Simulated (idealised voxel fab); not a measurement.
Herein follows the process module entitled voxel fin reveal.
The cross-section on display is named cut; it measures 275 nm wide, and its cells are 5 nm squares.
Square cells in a grid make up a cross-section in this document, and the grid is given as bands, listed from the top down, each one or more rows of cells.
Top, bottom (nm), then materials left to right with widths (nm); lone material tagged "all across" fills the whole band edge to edge; "blank" = empty space.
Heads up on the height convention: 0 is the point under which the incoming wafer is all one material, and the lowest band has no bottom, it just keeps going down, like "0 and below".
Per-row width for "30->40": begins at first number (top row of band), ends at second number (bottom row), increment between rows held constant.
Key: "remains unaltered" - step with no changed cell in the cross-section.
In the "Closed void list" entry, you get each enclosed empty space of 8 cells or more, one with no open way to the top, written width x height at distance, distance from the left edge, in nm.
Read whatever lies past the settings on a step's line as the simulator's own remark about the step.
overlay nm: on a step with a mask, how far right of its planned place the mask lay; negative means left.
# Process steps (planned)
1 RECEIVE,material Si
2 CONFORMAL_DEP,material SiN,thk nm 5
3 PATTERN,tone cover,mask id FINS,material resist,width nm 15,pitch nm 35,thk nm 20,overlay nm 0
4 DIRECTIONAL_ETCH,etch materials SiN,depth nm 5
5 DIRECTIONAL_ETCH,etch materials Si,depth nm 30
6 STRIP,etch materials resist
7 FILL_DEP,material SiO2,thk nm 5
8 CMP,height nm 5
9 SELECTIVE_ETCH,etch materials SiO2,depth nm 15
10 STRIP,etch materials SiN
# Wafer cross-section on receipt, i.e. after step 1
	0 and below: Si all across
	Closed void list: none
# Wafer cross-section at end of module: start and plan as shown above, one execution error
	0 down to -30: blank: 95, Si: 15, blank: 20, Si: 15, blank: 20, Si: 15, blank: 95
	-30 and below: Si all across
	Closed void list: none
In executing the process, a mistake was made relative to the plan: step 7: run off-plan, actual operation and settings FILL_DEP,material SiN,thk nm 5
